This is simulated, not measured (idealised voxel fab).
Documented hereafter: the process module known as voxel transistor to metal.
Section shown: cut. Width: 185 nm. Cell size: 5 nm, square.
A cross-section in this document is a grid of square cells, and it is written down as bands, the top band listed before the ones below it; a band is made up of one or more rows of cells.
Band entry format. Leading values: height of top, height of bottom, nm. Remainder: materials in left-to-right order, each with its width in nm. Special words: "all across" on a single material, which then fills the band edge to edge; "blank", empty space.
For the purposes of this specification, 0 denotes the height below which the wafer in its as-received condition is composed wholly of one material, and the lowermost band, lacking a lower limit, extends downward without end, as expressed in "0 and below".
Read "30..40" as a graded width: first number on top, second number at the bottom, same change between each pair of neighbouring rows.
Basically "nothing changed" means that step didn't change any cell in the cross-section.
This entry, "Closed cavity list", enumerates those empty regions of no fewer than 8 cells that possess no open connection to the top. Each region is reported in the form width x height at distance, the distance being taken from the left edge, with all three quantities expressed in nm.
Step line, after settings: the simulator's comment on this step.
overlay nm, on a step with a mask: how far to the right of its planned place the mask lay; to the left if negative

[Planned step list for the process]
step 1: RECEIVE,material Si
step 2: OXIDIZE,depth nm 5
step 3: CONFORMAL_DEP,material SiN,thk nm 10
step 4: DIRECTIONAL_DEP,material aC,thk nm 15
step 5: PATTERN,tone cover,mask id ACTIVE,material resist,width nm 110,thk nm 30,overlay nm 0
step 6: DIRECTIONAL_ETCH,etch materials aC,depth nm 15
step 7: STRIP,etch materials resist
step 8: DIRECTIONAL_ETCH,etch materials SiN,depth nm 10
step 9: DIRECTIONAL_ETCH,etch materials SiO2,depth nm 5
step 10: DIRECTIONAL_ETCH,etch materials Si,depth nm 30
step 11: STRIP,etch materials aC
step 12: FILL_DEP,material SiO2,thk nm 15
step 13: CMP,height nm 10
step 14: SELECTIVE_ETCH,etch materials SiO2,depth nm 10
step 15: STRIP,etch materials SiN
step 16: SELECTIVE_ETCH,etch materials SiO2,depth nm 5
step 17: OXIDIZE,depth nm 5
step 18: DIRECTIONAL_DEP,material polySi,thk nm 20
step 19: DIRECTIONAL_DEP,material SiCN,thk nm 10
step 20: MASKED_ETCH,tone cover,mask id GATE,width nm 30,etch materials SiCN,depth nm 20,overlay nm 0
step 21: MASKED_ETCH,tone cover,mask id GATE,width nm 30,etch materials polySi,depth nm 30,overlay nm 0
step 22: CONFORMAL_DEP,material SiO2,thk nm 5
step 23: DIRECTIONAL_ETCH,etch materials SiO2,depth nm 5
step 24: CONFORMAL_DEP,material SiN,thk nm 5
step 25: DIRECTIONAL_ETCH,etch materials SiN,depth nm 5
step 26: DIRECTIONAL_ETCH,etch materials SiO2,depth nm 5
step 27: DIRECTIONAL_ETCH,etch materials Si,depth nm 10
step 28: EPI,material nSi,thk nm 15
step 29: FILL_DEP,material SiO2,thk nm 5
step 30: CMP,height nm 15
step 31: STRIP,etch materials polySi
step 32: SELECTIVE_ETCH,etch materials SiO2,depth nm 5
step 33: CONFORMAL_DEP,material HfO2,thk nm 5
step 34: CONFORMAL_DEP,material TiN,thk nm 5
step 35: FILL_DEP,material W,thk nm 10
step 36: CMP,height nm 10
step 37: DIRECTIONAL_DEP,material SiO2,thk nm 10
step 38: DIRECTIONAL_DEP,material aC,thk nm 10
step 39: PATTERN,tone open,mask id CONTACT,material resist,width nm 15,pitch nm 75,thk nm 30,overlay nm 0
step 40: DIRECTIONAL_ETCH,etch materials aC,depth nm 10
step 41: STRIP,etch materials resist
step 42: DIRECTIONAL_ETCH,etch materials SiO2,depth nm 25
step 43: STRIP,etch materials aC
step 44: CONFORMAL_DEP,material TiN,thk nm 5
step 45: FILL_DEP,material Ru,thk nm 10
step 46: CMP,height nm 20
step 47: CONFORMAL_DEP,material SiN,thk nm 5
step 48: DIRECTIONAL_DEP,material lowk,thk nm 25
step 49: MASKED_ETCH,tone open,mask id METAL_1,width nm 15,pitch nm 75,etch materials lowk,depth nm 25,overlay nm 0
step 50: MASKED_ETCH,tone open,mask id METAL_1,width nm 15,pitch nm 75,etch materials SiN,depth nm 5,overlay nm 0
step 51: CONFORMAL_DEP,material TiN,thk nm 5
step 52: FILL_DEP,material Ru,thk nm 10
step 53: CMP,height nm 50
step 54: EPI,material Ru,thk nm 5
step 55: FILL_DEP,material SiCN,thk nm 5
step 56: DIRECTIONAL_DEP,material lowk,thk nm 30
step 57: PATTERN,tone open,mask id METAL_2,material resist,width nm 15,pitch nm 75,thk nm 15,overlay nm 0
step 58: DIRECTIONAL_ETCH,etch materials lowk,depth nm 20
step 59: STRIP,etch materials resist
step 60: MASKED_ETCH,tone open,mask id METAL_2_HOLES,width nm 15,pitch nm 75,etch materials lowk,depth nm 10,overlay nm 0
step 61: MASKED_ETCH,tone open,mask id METAL_2_HOLES,width nm 15,pitch nm 75,etch materials SiCN,depth nm 5,overlay nm 0
step 62: CONFORMAL_DEP,material TiN,thk nm 5
step 63: FILL_DEP,material Cu,thk nm 10
step 64: CMP,height nm 90
step 65: CONFORMAL_DEP,material SiN,thk nm 5

[On the first of the two wafers: run conducted according to plan]

[Incoming wafer, cross-sectional view, post step 1]
0 and below  Si all across
Closed cavity list: none

[Sectional view: wafer, after step 2]
0 down to -5  SiO2 all across
Below -5, no change.

[Sectional view: wafer, after step 3]
10 down to 0  SiN all across
Below 0, no change.

[Sectional view: wafer, after step 4]
25 down to 10  aC all across
Below 10, no change.

[Sectional view: wafer, after step 5]
55 down to 25  blank=35, resist=110, blank=40
Below 25, no change.

[Sectional view: wafer, after step 6]
40 down to 25  blank=35, resist=110, blank=40
25 down to 10  blank=35, aC=110, blank=40
Below 10, no change.

[Sectional view: wafer, after step 7]
25 down to 10  blank=35, aC=110, blank=40
Below 10, no change.

[Sectional view: wafer, after step 8]
25 down to 10  blank=35, aC=110, blank=40
10 down to 0  blank=35, SiN=110, blank=40
Below 0, no change.

[Sectional view: wafer, after step 9]
25 down to 10  blank=35, aC=110, blank=40
10 down to 0  blank=35, SiN=110, blank=40
0 down to -5  blank=35, SiO2=110, blank=40
Below -5, no change.

[Sectional view: wafer, after step 10]
25 down to 10  blank=35, aC=110, blank=40
10 down to 0  blank=35, SiN=110, blank=40
0 down to -5  blank=35, SiO2=110, blank=40
-5 down to -35  blank=35, Si=110, blank=40
Below -35, no change.

[Sectional view: wafer, after step 11]
10 down to 0  blank=35, SiN=110, blank=40
Below 0, no change.

[Sectional view: wafer, after step 12]
25 down to 10  SiO2 all across
10 down to 0  SiO2=35, SiN=110, SiO2=40
0 down to -5  SiO2 all across
-5 down to -35  SiO2=35, Si=110, SiO2=40
Below -35, no change.

[Sectional view: wafer, after step 13]
10 down to 0  SiO2=35, SiN=110, SiO2=40
Below 0, no change.

[Sectional view: wafer, after step 14]
10 down to 0  blank=35, SiN=110, blank=40
Below 0, no change.

[Sectional view: wafer, after step 15]
0 down to -5  SiO2 all across
Below -5, no change.

[Sectional view: wafer, after step 16]
-5 down to -35  SiO2=35, Si=110, SiO2=40
Below -35, no change.

[Sectional view: wafer, after step 17]
-5 down to -10  SiO2 all across
Below -10, no change.

[Sectional view: wafer, after step 18]
15 down to -5  polySi all across
Below -5, no change.

[Sectional view: wafer, after step 19]
25 down to 15  SiCN all across
Below 15, no change.

[Sectional view: wafer, after step 20]
25 down to 15  blank=75, SiCN=30, blank=80
Below 15, no change.

[Sectional view: wafer, after step 21]
25 down to 15  blank=75, SiCN=30, blank=80
15 down to -5  blank=75, polySi=30, blank=80
Below -5, no change.

[Sectional view: wafer, after step 22]
30 down to 25  blank=70, SiO2=40, blank=75
25 down to 15  blank=70, SiO2=5, SiCN=30, SiO2=5, blank=75
15 down to 0  blank=70, SiO2=5, polySi=30, SiO2=5, blank=75
0 down to -5  SiO2=75, polySi=30, SiO2=80
Below -5, no change.

[Sectional view: wafer, after step 23]
25 down to 15  blank=70, SiO2=5, SiCN=30, SiO2=5, blank=75
15 down to -5  blank=70, SiO2=5, polySi=30, SiO2=5, blank=75
Below -5, no change.

[Sectional view: wafer, after step 24]
30 down to 25  blank=65, SiN=50, blank=70
25 down to 15  blank=65, SiN=5, SiO2=5, SiCN=30, SiO2=5, SiN=5, blank=70
15 down to 0  blank=65, SiN=5, SiO2=5, polySi=30, SiO2=5, SiN=5, blank=70
0 down to -5  SiN=70, SiO2=5, polySi=30, SiO2=5, SiN=75
Below -5, no change.

[Sectional view: wafer, after step 25]
25 down to 15  blank=65, SiN=5, SiO2=5, SiCN=30, SiO2=5, SiN=5, blank=70
15 down to -5  blank=65, SiN=5, SiO2=5, polySi=30, SiO2=5, SiN=5, blank=70
Below -5, no change.

[Sectional view: wafer, after step 26]
25 down to 20  blank=65, SiN=5, blank=5, SiCN=30, blank=5, SiN=5, blank=70
20 down to 15  blank=65, SiN=5, SiO2=5, SiCN=30, SiO2=5, SiN=5, blank=70
15 down to -5  blank=65, SiN=5, SiO2=5, polySi=30, SiO2=5, SiN=5, blank=70
-5 down to -10  blank=65, SiO2=50, blank=70
Below -10, no change.

[Sectional view: wafer, after step 27]
25 down to 20  blank=65, SiN=5, blank=5, SiCN=30, blank=5, SiN=5, blank=70
20 down to 15  blank=65, SiN=5, SiO2=5, SiCN=30, SiO2=5, SiN=5, blank=70
15 down to -5  blank=65, SiN=5, SiO2=5, polySi=30, SiO2=5, SiN=5, blank=70
-5 down to -10  blank=65, SiO2=50, blank=70
-10 down to -20  SiO2=35, blank=30, Si=50, blank=30, SiO2=40
Below -20, no change.

[Sectional view: wafer, after step 28]
25 down to 20  blank=65, SiN=5, blank=5, SiCN=30, blank=5, SiN=5, blank=70
20 down to 15  blank=65, SiN=5, SiO2=5, SiCN=30, SiO2=5, SiN=5, blank=70
15 down to 5  blank=65, SiN=5, SiO2=5, polySi=30, SiO2=5, SiN=5, blank=70
5 down to -5  blank=50, nSi=15, SiN=5, SiO2=5, polySi=30, SiO2=5, SiN=5, nSi=15, blank=55
-5 down to -10  blank=30, nSi=35, SiO2=50, nSi=35, blank=35
-10 down to -20  SiO2=35, nSi=30, Si=50, nSi=30, SiO2=40
Below -20, no change.

[Sectional view: wafer, after step 29]
30 down to 25  SiO2 all across
25 down to 15  SiO2=65, SiN=5, SiO2=5, SiCN=30, SiO2=5, SiN=5, SiO2=70
15 down to 5  SiO2=65, SiN=5, SiO2=5, polySi=30, SiO2=5, SiN=5, SiO2=70
5 down to -5  SiO2=50, nSi=15, SiN=5, SiO2=5, polySi=30, SiO2=5, SiN=5, nSi=15, SiO2=55
-5 down to -10  SiO2=30, nSi=35, SiO2=50, nSi=35, SiO2=35
Below -10, no change.

[Sectional view: wafer, after step 30]
15 down to 5  SiO2=65, SiN=5, SiO2=5, polySi=30, SiO2=5, SiN=5, SiO2=70
Below 5, no change.

[Sectional view: wafer, after step 31]
15 down to 5  SiO2=65, SiN=5, SiO2=5, blank=30, SiO2=5, SiN=5, SiO2=70
5 down to -5  SiO2=50, nSi=15, SiN=5, SiO2=5, blank=30, SiO2=5, SiN=5, nSi=15, SiO2=55
Below -5, no change.

[Sectional view: wafer, after step 32]
15 down to 10  blank=65, SiN=5, blank=40, SiN=5, blank=70
10 down to 5  SiO2=65, SiN=5, blank=40, SiN=5, SiO2=70
5 down to -5  SiO2=50, nSi=15, SiN=5, blank=40, SiN=5, nSi=15, SiO2=55
-5 down to -10  SiO2=30, nSi=35, SiO2=5, blank=40, SiO2=5, nSi=35, SiO2=35
Below -10, no change.

[Sectional view: wafer, after step 33]
20 down to 15  blank=60, HfO2=15, blank=30, HfO2=15, blank=65
15 down to 10  HfO2=65, SiN=5, HfO2=5, blank=30, HfO2=5, SiN=5, HfO2=70
10 down to 5  SiO2=65, SiN=5, HfO2=5, blank=30, HfO2=5, SiN=5, SiO2=70
5 down to -5  SiO2=50, nSi=15, SiN=5, HfO2=5, blank=30, HfO2=5, SiN=5, nSi=15, SiO2=55
-5 down to -10  SiO2=30, nSi=35, SiO2=5, HfO2=40, SiO2=5, nSi=35, SiO2=35
Below -10, no change.

[Sectional view: wafer, after step 34]
25 down to 20  blank=55, TiN=25, blank=20, TiN=25, blank=60
20 down to 15  TiN=60, HfO2=15, TiN=5, blank=20, TiN=5, HfO2=15, TiN=65
15 down to 10  HfO2=65, SiN=5, HfO2=5, TiN=5, blank=20, TiN=5, HfO2=5, SiN=5, HfO2=70
10 down to 5  SiO2=65, SiN=5, HfO2=5, TiN=5, blank=20, TiN=5, HfO2=5, SiN=5, SiO2=70
5 down to 0  SiO2=50, nSi=15, SiN=5, HfO2=5, TiN=5, blank=20, TiN=5, HfO2=5, SiN=5, nSi=15, SiO2=55
0 down to -5  SiO2=50, nSi=15, SiN=5, HfO2=5, TiN=30, HfO2=5, SiN=5, nSi=15, SiO2=55
Below -5, no change.

[Sectional view: wafer, after step 35]
35 down to 25  W all across
25 down to 20  W=55, TiN=25, W=20, TiN=25, W=60
20 down to 15  TiN=60, HfO2=15, TiN=5, W=20, TiN=5, HfO2=15, TiN=65
15 down to 10  HfO2=65, SiN=5, HfO2=5, TiN=5, W=20, TiN=5, HfO2=5, SiN=5, HfO2=70
10 down to 5  SiO2=65, SiN=5, HfO2=5, TiN=5, W=20, TiN=5, HfO2=5, SiN=5, SiO2=70
5 down to 0  SiO2=50, nSi=15, SiN=5, HfO2=5, TiN=5, W=20, TiN=5, HfO2=5, SiN=5, nSi=15, SiO2=55
Below 0, no change.

[Sectional view: wafer, after step 36]
10 down to 5  SiO2=65, SiN=5, HfO2=5, TiN=5, W=20, TiN=5, HfO2=5, SiN=5, SiO2=70
Below 5, no change.

[Sectional view: wafer, after step 37]
20 down to 10  SiO2 all across
Below 10, no change.

[Sectional view: wafer, after step 38]
30 down to 20  aC all across
Below 20, no change.

[Sectional view: wafer, after step 39]
60 down to 30  resist=45, blank=15, resist=60, blank=15, resist=50
Below 30, no change.

[Sectional view: wafer, after step 40]
50 down to 30  resist=45, blank=15, resist=60, blank=15, resist=50
30 down to 20  aC=45, blank=15, aC=60, blank=15, aC=50
Below 20, no change.

[Sectional view: wafer, after step 41]
30 down to 20  aC=45, blank=15, aC=60, blank=15, aC=50
Below 20, no change.

[Sectional view: wafer, after step 42]
30 down to 20  aC=45, blank=15, aC=60, blank=15, aC=50
20 down to 10  SiO2=45, blank=15, SiO2=60, blank=15, SiO2=50
10 down to 5  SiO2=45, blank=15, SiO2=5, SiN=5, HfO2=5, TiN=5, W=20, TiN=5, HfO2=5, SiN=5, SiO2=5, blank=15, SiO2=50
5 down to 0  SiO2=45, blank=5, nSi=15, SiN=5, HfO2=5, TiN=5, W=20, TiN=5, HfO2=5, SiN=5, nSi=15, blank=5, SiO2=50
0 down to -5  SiO2=45, blank=5, nSi=15, SiN=5, HfO2=5, TiN=30, HfO2=5, SiN=5, nSi=15, blank=5, SiO2=50
Below -5, no change.

[Sectional view: wafer, after step 43]
20 down to 10  SiO2=45, blank=15, SiO2=60, blank=15, SiO2=50
Below 10, no change.

[Sectional view: wafer, after step 44]
25 down to 20  TiN=50, blank=5, TiN=70, blank=5, TiN=55
20 down to 10  SiO2=45, TiN=5, blank=5, TiN=5, SiO2=60, TiN=5, blank=5, TiN=5, SiO2=50
10 down to 5  SiO2=45, TiN=15, SiO2=5, SiN=5, HfO2=5, TiN=5, W=20, TiN=5, HfO2=5, SiN=5, SiO2=5, TiN=15, SiO2=50
5 down to 0  SiO2=45, TiN=5, nSi=15, SiN=5, HfO2=5, TiN=5, W=20, TiN=5, HfO2=5, SiN=5, nSi=15, TiN=5, SiO2=50
0 down to -5  SiO2=45, TiN=5, nSi=15, SiN=5, HfO2=5, TiN=30, HfO2=5, SiN=5, nSi=15, TiN=5, SiO2=50
Below -5, no change.

[Sectional view: wafer, after step 45]
35 down to 25  Ru all across
25 down to 20  TiN=50, Ru=5, TiN=70, Ru=5, TiN=55
20 down to 10  SiO2=45, TiN=5, Ru=5, TiN=5, SiO2=60, TiN=5, Ru=5, TiN=5, SiO2=50
Below 10, no change.

[Sectional view: wafer, after step 46]
20 down to 10  SiO2=45, TiN=5, Ru=5, TiN=5, SiO2=60, TiN=5, Ru=5, TiN=5, SiO2=50
Below 10, no change.

[Sectional view: wafer, after step 47]
25 down to 20  SiN all across
Below 20, no change.

[Sectional view: wafer, after step 48]
50 down to 25  lowk all across
Below 25, no change.

[Sectional view: wafer, after step 49]
50 down to 25  lowk=45, blank=15, lowk=60, blank=15, lowk=50
Below 25, no change.

[Sectional view: wafer, after step 50]
50 down to 25  lowk=45, blank=15, lowk=60, blank=15, lowk=50
25 down to 20  SiN=45, blank=15, SiN=60, blank=15, SiN=50
Below 20, no change.

[Sectional view: wafer, after step 51]
55 down to 50  TiN=50, blank=5, TiN=70, blank=5, TiN=55
50 down to 25  lowk=45, TiN=5, blank=5, TiN=5, lowk=60, TiN=5, blank=5, TiN=5, lowk=50
25 down to 20  SiN=45, TiN=15, SiN=60, TiN=15, SiN=50
Below 20, no change.

[Sectional view: wafer, after step 52]
65 down to 55  Ru all across
55 down to 50  TiN=50, Ru=5, TiN=70, Ru=5, TiN=55
50 down to 25  lowk=45, TiN=5, Ru=5, TiN=5, lowk=60, TiN=5, Ru=5, TiN=5, lowk=50
Below 25, no change.

[Sectional view: wafer, after step 53]
50 down to 25  lowk=45, TiN=5, Ru=5, TiN=5, lowk=60, TiN=5, Ru=5, TiN=5, lowk=50
Below 25, no change.

[Sectional view: wafer, after step 54]
55 down to 50  blank=40, Ru=25, blank=50, Ru=25, blank=45
Below 50, no change.

[Sectional view: wafer, after step 55]
60 down to 55  SiCN all across
55 down to 50  SiCN=40, Ru=25, SiCN=50, Ru=25, SiCN=45
Below 50, no change.

[Sectional view: wafer, after step 56]
90 down to 60  lowk all across
Below 60, no change.

[Sectional view: wafer, after step 57]
105 down to 90  resist=45, blank=15, resist=60, blank=15, resist=50
Below 90, no change.

[Sectional view: wafer, after step 58]
105 down to 90  resist=45, blank=15, resist=60, blank=15, resist=50
90 down to 70  lowk=45, blank=15, lowk=60, blank=15, lowk=50
Below 70, no change.

[Sectional view: wafer, after step 59]
90 down to 70  lowk=45, blank=15, lowk=60, blank=15, lowk=50
Below 70, no change.

[Sectional view: wafer, after step 60]
90 down to 60  lowk=45, blank=15, lowk=60, blank=15, lowk=50
Below 60, no change.

[Sectional view: wafer, after step 61]
90 down to 60  lowk=45, blank=15, lowk=60, blank=15, lowk=50
60 down to 55  SiCN=45, blank=15, SiCN=60, blank=15, SiCN=50
Below 55, no change.

[Sectional view: wafer, after step 62]
95 down to 90  TiN=50, blank=5, TiN=70, blank=5, TiN=55
90 down to 60  lowk=45, TiN=5, blank=5, TiN=5, lowk=60, TiN=5, blank=5, TiN=5, lowk=50
60 down to 55  SiCN=45, TiN=15, SiCN=60, TiN=15, SiCN=50
Below 55, no change.

[Sectional view: wafer, after step 63]
105 down to 95  Cu all across
95 down to 90  TiN=50, Cu=5, TiN=70, Cu=5, TiN=55
90 down to 60  lowk=45, TiN=5, Cu=5, TiN=5, lowk=60, TiN=5, Cu=5, TiN=5, lowk=50
Below 60, no change.

[Sectional view: wafer, after step 64]
90 down to 60  lowk=45, TiN=5, Cu=5, TiN=5, lowk=60, TiN=5, Cu=5, TiN=5, lowk=50
Below 60, no change.

[Sectional view: wafer, after step 65]
95 down to 90  SiN all across
Below 90, no change.

[Second wafer. Start and plan as for the first. One mistake made in running. Agrees with the first up to and including step 55]

[Second wafer, cut view, end of step 56 per plan]
120 down to 60  lowk all across
Below 60, no change.

[Second wafer, cut view, end of step 57 per plan]
135 down to 120  resist=45, blank=15, resist=60, blank=15, resist=50
Below 120, no change.

[Second wafer, cut view, end of step 58 per plan]
135 down to 120  resist=45, blank=15, resist=60, blank=15, resist=50
120 down to 100  lowk=45, blank=15, lowk=60, blank=15, lowk=50
Below 100, no change.

[Second wafer, cut view, end of step 59 per plan]
120 down to 100  lowk=45, blank=15, lowk=60, blank=15, lowk=50
Below 100, no change.

[Second wafer, cut view, end of step 60 per plan]
120 down to 90  lowk=45, blank=15, lowk=60, blank=15, lowk=50
Below 90, no change.

Second wafer, cut view, end of step 61 per plan: nothing changed

[Second wafer, cut view, end of step 62 per plan]
125 down to 120  TiN=50, blank=5, TiN=70, blank=5, TiN=55
120 down to 95  lowk=45, TiN=5, blank=5, TiN=5, lowk=60, TiN=5, blank=5, TiN=5, lowk=50
95 down to 90  lowk=45, TiN=15, lowk=60, TiN=15, lowk=50
Below 90, no change.

[Second wafer, cut view, end of step 63 per plan]
135 down to 125  Cu all across
125 down to 120  TiN=50, Cu=5, TiN=70, Cu=5, TiN=55
120 down to 95  lowk=45, TiN=5, Cu=5, TiN=5, lowk=60, TiN=5, Cu=5, TiN=5, lowk=50
Below 95, no change.

[Second wafer, cut view, end of step 64 per plan]
90 down to 60  lowk all across
Below 60, no change.

[Second wafer, cut view, end of step 65 per plan]
95 down to 90  SiN all across
Below 90, no change.
The plan and the run diverged here: twice over, step 56 of the plan was run
Counted in cells at the end, the second wafer holds more or fewer of these materials than the first: 12 fewer of Cu | 6 more of SiCN | 30 fewer of TiN | 36 more of lowk
